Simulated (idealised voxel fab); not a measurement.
Process module name: voxel ribs on slabs
Each square cell in cross-section cut measures 5 nm, and the section as a whole is 285 nm wide.
How to read a cross-section here: the picture is a grid of square cells, written as bands going from the top down, and any band can span one or more rows of cells.
It is stipulated that each band's entry specify, in nanometres, the height of the top of the band and then that of its bottom, followed by the materials of the band in left-to-right sequence, each together with its width in nanometres. A single material marked by the word "throughout" is understood to fill the band from edge to edge; the word "air" is understood to denote empty space.
Height reference: 0 = level under which incoming wafer is all one material. Lowest band: no bottom, runs on downward, e.g. "0 and below".
Note: "30 to 40" means the width goes from the first number (top row of the band) to the second number (bottom row) in equal steps per row of cells.
The designation "stayed the same", where it is given for a processing step, indicates that no cell of the cross-section was altered in the course of that step.
"Enclosed void list": empty spaces of 8 cells or more with no open way to the top, each given as width x height at distance, distance from the left edge, all in nm.
If you see something after the settings on a step's line, that's the simulator's own remark about that step.
overlay nm: right-of-plan distance of the mask on a masked step; negative values mean left-of-plan.
**The steps planned for the process are as follows**
- 1: RECEIVE, material Si
- 2: DIRECTIONAL_DEP, material SiO2, thk nm 30
- 3: DIRECTIONAL_DEP, material SiN, thk nm 25
- 4: DIRECTIONAL_DEP, material aC, thk nm 10
- 5: PATTERN, tone cover, mask id RIB, material resist, width nm 30, thk nm 25, overlay nm 0
- 6: DIRECTIONAL_ETCH, etch materials aC, depth nm 10
- 7: STRIP, etch materials resist
- 8: DIRECTIONAL_ETCH, etch materials SiN, depth nm 5
- 9: STRIP, etch materials aC
- 10: MASKED_ETCH, tone cover, mask id SLAB, width nm 60, etch materials SiN, depth nm 20, overlay nm 0
- 11: FILL_DEP, material SiO2, thk nm 25
- 12: CMP, height nm 70
- 13: DIRECTIONAL_DEP, material TiN, thk nm 10
- 14: PATTERN, tone cover, mask id HEATER, material resist, width nm 40, thk nm 20, overlay nm 0
- 15: DIRECTIONAL_ETCH, etch materials TiN, depth nm 10
- 16: STRIP, etch materials resist
- 17: CONFORMAL_DEP, material SiN, thk nm 5
**Wafer as received: cross-section following step 1**
* 0 and below | Si throughout
* Enclosed void list: none
**first wafer at the end, as planned**
* 85 down to 80 | 115 nm air  50 nm SiN  120 nm air
* 80 down to 75 | 115 nm air  5 nm SiN  40 nm TiN  5 nm SiN  120 nm air
* 75 down to 70 | 120 nm SiN  40 nm TiN  125 nm SiN
* 70 down to 55 | SiO2 throughout
* 55 down to 50 | 125 nm SiO2  30 nm SiN  130 nm SiO2
* 50 down to 30 | 110 nm SiO2  60 nm SiN  115 nm SiO2
* 30 down to 0 | SiO2 throughout
* 0 and below | Si throughout
* Enclosed void list: none
**End of module, second wafer, cross-section. Started like the first, planned like the first, run with one mistake**
* 85 down to 80 | 115 nm air  50 nm SiN  120 nm air
* 80 down to 75 | 115 nm air  5 nm SiN  40 nm TiN  5 nm SiN  120 nm air
* 75 down to 70 | 120 nm SiN  40 nm TiN  125 nm SiN
* 70 down to 60 | SiO2 throughout
* 60 down to 40 | 110 nm SiO2  60 nm SiN  115 nm SiO2
* 40 down to 30 | aC throughout
* 30 down to 0 | SiO2 throughout
* 0 and below | Si throughout
* Enclosed void list: none
What broke from the plan during processing? step 4 occupied the plan position of step 3, and the converse holds as well
Final difference in cells, second wafer against first, listed per material as more or fewer: 6 fewer of SiN; 108 fewer of SiO2; 114 more of aC
